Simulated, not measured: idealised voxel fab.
process module | voxel tone inversion
cross-section cut | 210 nm wide | cells 5 nm
A cross-section is a grid of square cells, given in bands from the top down. A band is one or more rows of cells.
Each band's line starts with the height of the band's top and of its bottom, in nm. Then come its materials from left to right, each with its width in nm. One material with "throughout" fills the band from edge to edge. "air" is empty space.
Height 0 is the level under which the wafer as received is all one material. The lowest band goes on downwards, as in "0 down".
A width such as "30 to 40" changes by the same amount from each row of cells to the next, from the band's top row to its bottom row.
"no change" after a step means that no cell of the cross-section changed.
closed voids: empty space of 8 cells or more with no open way to the top, each as width x height at its distance from the left edge, in nm
after a step's settings: what the simulator itself notes on the step
overlay nm, on a step with a mask: how far to the right of its planned place the mask lay; to the left if negative
plan
1 op RECEIVE | material Si
2 op CONFORMAL_DEP | material SiCN | thk nm 10
3 op DIRECTIONAL_DEP | material polySi | thk nm 15
4 op PATTERN | tone cover | mask id POSTS | material resist | width nm 15 | pitch nm 35 | thk nm 25 | overlay nm 0
5 op DIRECTIONAL_ETCH | etch materials polySi | depth nm 15
6 op STRIP | etch materials resist
7 op FILL_DEP | material lowk | thk nm 10
8 op CMP | height nm 25
9 op STRIP | etch materials polySi
10 op CONFORMAL_DEP | material TiN | thk nm 5
11 op FILL_DEP | material W | thk nm 5
12 op CMP | height nm 25
13 op CONFORMAL_DEP | material SiCN | thk nm 5
as received, after step 1
  0 down: Si throughout
  closed voids: none
first wafer at the end, as planned
  30 to 25: SiCN throughout
  25 to 15: lowk 80 | TiN 5 | W 5 | TiN 5 | lowk 20 | TiN 5 | W 5 | TiN 5 | lowk 80
  15 to 10: lowk 80 | TiN 15 | lowk 20 | TiN 15 | lowk 80
  10 to 0: SiCN throughout
  0 down: Si throughout
  closed voids: none
second wafer at the end: like start, like plan, one mistake
  30 to 25: SiCN throughout
  25 to 15: lowk 70 | TiN 5 | W 5 | TiN 5 | lowk 20 | TiN 5 | W 5 | TiN 5 | lowk 90
  15 to 10: lowk 70 | TiN 15 | lowk 20 | TiN 15 | lowk 90
  10 to 0: SiCN throughout
  0 down: Si throughout
  closed voids: none
what went wrong: step 4 ran as: op PATTERN | tone cover | mask id POSTS | material resist | width nm 15 | pitch nm 35 | thk nm 25 | overlay nm -10
at the end the second wafer has, in cells: as many of each material as the first, in other places
